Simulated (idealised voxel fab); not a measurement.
This is a process module. Its name is voxel released beams.
Xsec cut, 185 nm wide, square cell size 5 nm.
The cross-sections in this document take the form of a grid made of square cells. They are written out as bands, in order from top to bottom. Each band consists of one or more rows of cells. Heads up on the band format: heights come first, top then bottom, in nm. After that it's the materials left to right, each with its width in nm. A single material flagged "full width" fills the whole band edge to edge, and "air" means there's empty space there. Counting heights begins at 0, where everything beneath is, in the wafer as received, one material. The lowest band has no bottom; it goes on downwards, as "from 0 down" shows. A two-number width, for instance "30..40", indicates that the width is equal to the first number in the top row of the band and to the second number in the bottom row, and that it changes by a constant amount per row of cells. It should be understood that the words "nothing got changed", when stated for a given step, signify that the cross-section underwent no change in any of its cells during that step. In the "Internal closed voids" entry, you get each enclosed empty space of 8 cells or more, one with no open way to the top, written width x height at distance, distance from the left edge, in nm. Past the settings on a step's line: simulator remark, on that step. For masked steps, "overlay nm" on the step line gives how far right of plan the mask actually lay; a minus sign means it lay to the left.

HERE'S WHAT THE PLANNED PROCESS STEPS LOOK LIKE
1. op RECEIVE | material Si
2. op CONFORMAL_DEP | material SiN | thk nm 5
3. op DIRECTIONAL_DEP | material SiO2 | thk nm 10
4. op DIRECTIONAL_DEP | material aC | thk nm 10
5. op PATTERN | tone open | mask id ANCHOR | material resist | width nm 30 | thk nm 30 | overlay nm 0
6. op DIRECTIONAL_ETCH | etch materials aC | depth nm 10
7. op STRIP | etch materials resist
8. op DIRECTIONAL_ETCH | etch materials SiO2 | depth nm 10
9. op STRIP | etch materials aC
10. op CONFORMAL_DEP | material polySi | thk nm 10
11. op DIRECTIONAL_DEP | material aC | thk nm 15
12. op PATTERN | tone cover | mask id BEAM | material resist | width nm 80 | thk nm 35 | overlay nm 0
13. op DIRECTIONAL_ETCH | etch materials aC | depth nm 15
14. op STRIP | etch materials resist
15. op DIRECTIONAL_ETCH | etch materials polySi | depth nm 10
16. op STRIP | etch materials aC
17. op STRIP | etch materials SiO2

FIRST OF TWO WAFERS - AS PLANNED

CROSS-SECTION OF THE INCOMING WAFER, STATE AFTER STEP 1
    from 0 down  Si full width
    Internal closed voids: none

CROSS-SECTION: WAFER STATE AFTER STEP 2
    from 5 to 0  SiN full width
    Below 0, no change.

CROSS-SECTION: WAFER STATE AFTER STEP 3
    from 15 to 5  SiO2 full width
    Below 5, no change.

CROSS-SECTION: WAFER STATE AFTER STEP 4
    from 25 to 15  aC full width
    Below 15, no change.

CROSS-SECTION: WAFER STATE AFTER STEP 5
    from 55 to 25  resist=55 / air=30 / resist=100
    Below 25, no change.

CROSS-SECTION: WAFER STATE AFTER STEP 6
    from 45 to 25  resist=55 / air=30 / resist=100
    from 25 to 15  aC=55 / air=30 / aC=100
    Below 15, no change.

CROSS-SECTION: WAFER STATE AFTER STEP 7
    from 25 to 15  aC=55 / air=30 / aC=100
    Below 15, no change.

CROSS-SECTION: WAFER STATE AFTER STEP 8
    from 25 to 15  aC=55 / air=30 / aC=100
    from 15 to 5  SiO2=55 / air=30 / SiO2=100
    Below 5, no change.

CROSS-SECTION: WAFER STATE AFTER STEP 9
    from 15 to 5  SiO2=55 / air=30 / SiO2=100
    Below 5, no change.

CROSS-SECTION: WAFER STATE AFTER STEP 10
    from 25 to 15  polySi=65 / air=10 / polySi=110
    from 15 to 5  SiO2=55 / polySi=30 / SiO2=100
    Below 5, no change.

CROSS-SECTION: WAFER STATE AFTER STEP 11
    from 40 to 30  aC=65 / air=10 / aC=110
    from 30 to 25  aC full width
    from 25 to 15  polySi=65 / aC=10 / polySi=110
    Below 15, no change.

CROSS-SECTION: WAFER STATE AFTER STEP 12
    from 75 to 40  air=50 / resist=80 / air=55
    from 40 to 30  aC=65 / resist=10 / aC=110
    Below 30, no change.

CROSS-SECTION: WAFER STATE AFTER STEP 13
    from 60 to 40  air=50 / resist=80 / air=55
    from 40 to 30  air=50 / aC=15 / resist=10 / aC=55 / air=55
    from 30 to 25  air=50 / aC=80 / air=55
    Below 25, no change.

CROSS-SECTION: WAFER STATE AFTER STEP 14
    from 40 to 30  air=50 / aC=15 / air=10 / aC=55 / air=55
    Below 30, no change.

CROSS-SECTION: WAFER STATE AFTER STEP 15
    from 40 to 30  air=50 / aC=15 / air=10 / aC=55 / air=55
    from 30 to 25  air=50 / aC=80 / air=55
    from 25 to 15  air=50 / polySi=15 / aC=10 / polySi=55 / air=55
    Below 15, no change.

CROSS-SECTION: WAFER STATE AFTER STEP 16
    from 25 to 15  air=50 / polySi=15 / air=10 / polySi=55 / air=55
    Below 15, no change.

CROSS-SECTION: WAFER STATE AFTER STEP 17
    from 25 to 15  air=50 / polySi=15 / air=10 / polySi=55 / air=55
    from 15 to 5  air=55 / polySi=30 / air=100
    Below 5, no change.

OKAY, SECOND WAFER. NOTHING DIFFERENT AT THE START, NOTHING DIFFERENT IN THE PLAN, JUST ONE MISTAKE SOMEWHERE IN THE RUNNING. AS FAR AS STEP 1, COUNTING THAT STEP, IT'S THE FIRST WAFER ALL OVER AGAIN

Second wafer, section view, time point: scheduled end of step 2: nothing got changed

SECOND WAFER, SECTION VIEW, TIME POINT: SCHEDULED END OF STEP 3
    from 10 to 0  SiO2 full width
    Below 0, no change.

SECOND WAFER, SECTION VIEW, TIME POINT: SCHEDULED END OF STEP 4
    from 20 to 10  aC full width
    Below 10, no change.

SECOND WAFER, SECTION VIEW, TIME POINT: SCHEDULED END OF STEP 5
    from 50 to 20  resist=55 / air=30 / resist=100
    Below 20, no change.

SECOND WAFER, SECTION VIEW, TIME POINT: SCHEDULED END OF STEP 6
    from 40 to 20  resist=55 / air=30 / resist=100
    from 20 to 10  aC=55 / air=30 / aC=100
    Below 10, no change.

SECOND WAFER, SECTION VIEW, TIME POINT: SCHEDULED END OF STEP 7
    from 20 to 10  aC=55 / air=30 / aC=100
    Below 10, no change.

SECOND WAFER, SECTION VIEW, TIME POINT: SCHEDULED END OF STEP 8
    from 20 to 10  aC=55 / air=30 / aC=100
    from 10 to 0  SiO2=55 / air=30 / SiO2=100
    Below 0, no change.

SECOND WAFER, SECTION VIEW, TIME POINT: SCHEDULED END OF STEP 9
    from 10 to 0  SiO2=55 / air=30 / SiO2=100
    Below 0, no change.

SECOND WAFER, SECTION VIEW, TIME POINT: SCHEDULED END OF STEP 10
    from 20 to 10  polySi=65 / air=10 / polySi=110
    from 10 to 0  SiO2=55 / polySi=30 / SiO2=100
    Below 0, no change.

SECOND WAFER, SECTION VIEW, TIME POINT: SCHEDULED END OF STEP 11
    from 35 to 25  aC=65 / air=10 / aC=110
    from 25 to 20  aC full width
    from 20 to 10  polySi=65 / aC=10 / polySi=110
    Below 10, no change.

SECOND WAFER, SECTION VIEW, TIME POINT: SCHEDULED END OF STEP 12
    from 70 to 35  air=50 / resist=80 / air=55
    from 35 to 25  aC=65 / resist=10 / aC=110
    Below 25, no change.

SECOND WAFER, SECTION VIEW, TIME POINT: SCHEDULED END OF STEP 13
    from 55 to 35  air=50 / resist=80 / air=55
    from 35 to 25  air=50 / aC=15 / resist=10 / aC=55 / air=55
    from 25 to 20  air=50 / aC=80 / air=55
    Below 20, no change.

SECOND WAFER, SECTION VIEW, TIME POINT: SCHEDULED END OF STEP 14
    from 35 to 25  air=50 / aC=15 / air=10 / aC=55 / air=55
    Below 25, no change.

SECOND WAFER, SECTION VIEW, TIME POINT: SCHEDULED END OF STEP 15
    from 35 to 25  air=50 / aC=15 / air=10 / aC=55 / air=55
    from 25 to 20  air=50 / aC=80 / air=55
    from 20 to 10  air=50 / polySi=15 / aC=10 / polySi=55 / air=55
    Below 10, no change.

SECOND WAFER, SECTION VIEW, TIME POINT: SCHEDULED END OF STEP 16
    from 20 to 10  air=50 / polySi=15 / air=10 / polySi=55 / air=55
    Below 10, no change.

SECOND WAFER, SECTION VIEW, TIME POINT: SCHEDULED END OF STEP 17
    from 20 to 10  air=50 / polySi=15 / air=10 / polySi=55 / air=55
    from 10 to 0  air=55 / polySi=30 / air=100
    Below 0, no change.
Finding, execution versus plan: the plan's step 2 went unexecuted, having been skipped
FYI, end of process, the second wafer has more or fewer cells of some materials than the first: SiN: 37 fewer
